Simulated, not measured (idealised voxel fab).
process module | voxel self aligned vias
cross-section cut | 165 nm wide | cells 5 nm
A cross-section is a grid of square cells, given in bands from the top down. A band is one or more rows of cells.
Each band's line starts with the height of the band's top and of its bottom, in nm. Then come its materials from left to right, each with its width in nm. One material with "throughout" fills the band from edge to edge. "air" is empty space.
Height 0 is the level under which the wafer as received is all one material. The lowest band goes on downwards, as in "0 down".
A width such as "30 to 40" changes by the same amount from each row of cells to the next, from the band's top row to its bottom row.
"no change" after a step means that no cell of the cross-section changed.
closed voids: empty space of 8 cells or more with no open way to the top, each as width x height at its distance from the left edge, in nm
after a step's settings: what the simulator itself notes on the step
overlay nm, on a step with a mask: how far to the right of its planned place the mask lay; to the left if negative
plan
1 op RECEIVE | material Si
2 op CONFORMAL_DEP | material SiO2 | thk nm 15
3 op CONFORMAL_DEP | material SiCN | thk nm 5
4 op DIRECTIONAL_DEP | material SiO2 | thk nm 20
5 op MASKED_ETCH | tone open | mask id LINES | width nm 20 | pitch nm 55 | etch materials SiO2 | depth nm 20 | overlay nm 0
6 op CONFORMAL_DEP | material TiN | thk nm 5
7 op FILL_DEP | material Ru | thk nm 5
8 op CMP | height nm 40
9 op SELECTIVE_ETCH | etch materials W Ru TiN | depth nm 5
10 op FILL_DEP | material SiN | thk nm 10
11 op CMP | height nm 40
12 op DIRECTIONAL_DEP | material SiO2 | thk nm 20
13 op DIRECTIONAL_DEP | material aC | thk nm 10
14 op PATTERN | tone open | mask id VIAS | material resist | width nm 30 | thk nm 30 | overlay nm 0
15 op DIRECTIONAL_ETCH | etch materials aC | depth nm 10
16 op STRIP | etch materials resist
17 op DIRECTIONAL_ETCH | etch materials SiO2 | depth nm 20
18 op DIRECTIONAL_ETCH | etch materials SiN | depth nm 5
19 op STRIP | etch materials aC
20 op CONFORMAL_DEP | material TiN | thk nm 5
21 op FILL_DEP | material Cu | thk nm 5
22 op CMP | height nm 60
23 op CONFORMAL_DEP | material SiCN | thk nm 5
first wafer, as planned
as received, after step 1
  0 down: Si throughout
  closed voids: none
after step 2
  15 to 0: SiO2 throughout
  below 0: unchanged
after step 3
  20 to 15: SiCN throughout
  below 15: unchanged
after step 4
  40 to 20: SiO2 throughout
  below 20: unchanged
after step 5
  40 to 20: SiO2 45 | air 20 | SiO2 35 | air 20 | SiO2 45
  below 20: unchanged
after step 6
  45 to 40: TiN 50 | air 10 | TiN 45 | air 10 | TiN 50
  40 to 25: SiO2 45 | TiN 5 | air 10 | TiN 5 | SiO2 35 | TiN 5 | air 10 | TiN 5 | SiO2 45
  25 to 20: SiO2 45 | TiN 20 | SiO2 35 | TiN 20 | SiO2 45
  below 20: unchanged
after step 7
  50 to 45: Ru throughout
  45 to 40: TiN 50 | Ru 10 | TiN 45 | Ru 10 | TiN 50
  40 to 25: SiO2 45 | TiN 5 | Ru 10 | TiN 5 | SiO2 35 | TiN 5 | Ru 10 | TiN 5 | SiO2 45
  below 25: unchanged
after step 8
  40 to 25: SiO2 45 | TiN 5 | Ru 10 | TiN 5 | SiO2 35 | TiN 5 | Ru 10 | TiN 5 | SiO2 45
  below 25: unchanged
after step 9
  40 to 35: SiO2 45 | air 20 | SiO2 35 | air 20 | SiO2 45
  below 35: unchanged
after step 10
  50 to 40: SiN throughout
  40 to 35: SiO2 45 | SiN 20 | SiO2 35 | SiN 20 | SiO2 45
  below 35: unchanged
after step 11
  40 to 35: SiO2 45 | SiN 20 | SiO2 35 | SiN 20 | SiO2 45
  below 35: unchanged
after step 12
  60 to 40: SiO2 throughout
  below 40: unchanged
after step 13
  70 to 60: aC throughout
  below 60: unchanged
after step 14
  100 to 70: resist 40 | air 30 | resist 95
  below 70: unchanged
after step 15
  90 to 70: resist 40 | air 30 | resist 95
  70 to 60: aC 40 | air 30 | aC 95
  below 60: unchanged
after step 16
  70 to 60: aC 40 | air 30 | aC 95
  below 60: unchanged
after step 17
  70 to 60: aC 40 | air 30 | aC 95
  60 to 40: SiO2 40 | air 30 | SiO2 95
  below 40: unchanged
after step 18
  70 to 60: aC 40 | air 30 | aC 95
  60 to 40: SiO2 40 | air 30 | SiO2 95
  40 to 35: SiO2 45 | air 20 | SiO2 35 | SiN 20 | SiO2 45
  below 35: unchanged
after step 19
  60 to 40: SiO2 40 | air 30 | SiO2 95
  below 40: unchanged
after step 20
  65 to 60: TiN 45 | air 20 | TiN 100
  60 to 45: SiO2 40 | TiN 5 | air 20 | TiN 5 | SiO2 95
  45 to 40: SiO2 40 | TiN 10 | air 10 | TiN 10 | SiO2 95
  40 to 35: SiO2 45 | TiN 20 | SiO2 35 | SiN 20 | SiO2 45
  below 35: unchanged
after step 21
  70 to 65: Cu throughout
  65 to 60: TiN 45 | Cu 20 | TiN 100
  60 to 45: SiO2 40 | TiN 5 | Cu 20 | TiN 5 | SiO2 95
  45 to 40: SiO2 40 | TiN 10 | Cu 10 | TiN 10 | SiO2 95
  below 40: unchanged
after step 22
  60 to 45: SiO2 40 | TiN 5 | Cu 20 | TiN 5 | SiO2 95
  below 45: unchanged
after step 23
  65 to 60: SiCN throughout
  below 60: unchanged
second wafer: like start, like plan, one mistake. Through step 2 it matches the first wafer
when step 3 should have ended
  35 to 0: SiO2 throughout
  below 0: unchanged
when step 4 should have ended
  40 to 35: SiCN throughout
  below 35: unchanged
when step 5 should have ended: no change
when step 6 should have ended
  45 to 40: TiN throughout
  below 40: unchanged
when step 7 should have ended
  50 to 45: Ru throughout
  below 45: unchanged
when step 8 should have ended
  40 to 35: SiCN throughout
  below 35: unchanged
when step 9 should have ended: no change
when step 10 should have ended
  50 to 40: SiN throughout
  below 40: unchanged
when step 11 should have ended
  40 to 35: SiCN throughout
  below 35: unchanged
when step 12 should have ended
  60 to 40: SiO2 throughout
  below 40: unchanged
when step 13 should have ended
  70 to 60: aC throughout
  below 60: unchanged
when step 14 should have ended
  100 to 70: resist 40 | air 30 | resist 95
  below 70: unchanged
when step 15 should have ended
  90 to 70: resist 40 | air 30 | resist 95
  70 to 60: aC 40 | air 30 | aC 95
  below 60: unchanged
when step 16 should have ended
  70 to 60: aC 40 | air 30 | aC 95
  below 60: unchanged
when step 17 should have ended
  70 to 60: aC 40 | air 30 | aC 95
  60 to 40: SiO2 40 | air 30 | SiO2 95
  below 40: unchanged
when step 18 should have ended: no change
when step 19 should have ended
  60 to 40: SiO2 40 | air 30 | SiO2 95
  below 40: unchanged
when step 20 should have ended
  65 to 60: TiN 45 | air 20 | TiN 100
  60 to 45: SiO2 40 | TiN 5 | air 20 | TiN 5 | SiO2 95
  45 to 40: SiO2 40 | TiN 30 | SiO2 95
  below 40: unchanged
when step 21 should have ended
  70 to 65: Cu throughout
  65 to 60: TiN 45 | Cu 20 | TiN 100
  60 to 45: SiO2 40 | TiN 5 | Cu 20 | TiN 5 | SiO2 95
  below 45: unchanged
when step 22 should have ended
  60 to 45: SiO2 40 | TiN 5 | Cu 20 | TiN 5 | SiO2 95
  below 45: unchanged
when step 23 should have ended
  65 to 60: SiCN throughout
  below 60: unchanged
what went wrong: steps 3 and 4 were swapped
at the end the second wafer has, in cells: 2 fewer of Cu | 8 fewer of Ru | 4 fewer of SiN | 32 more of SiO2 | 18 fewer of TiN
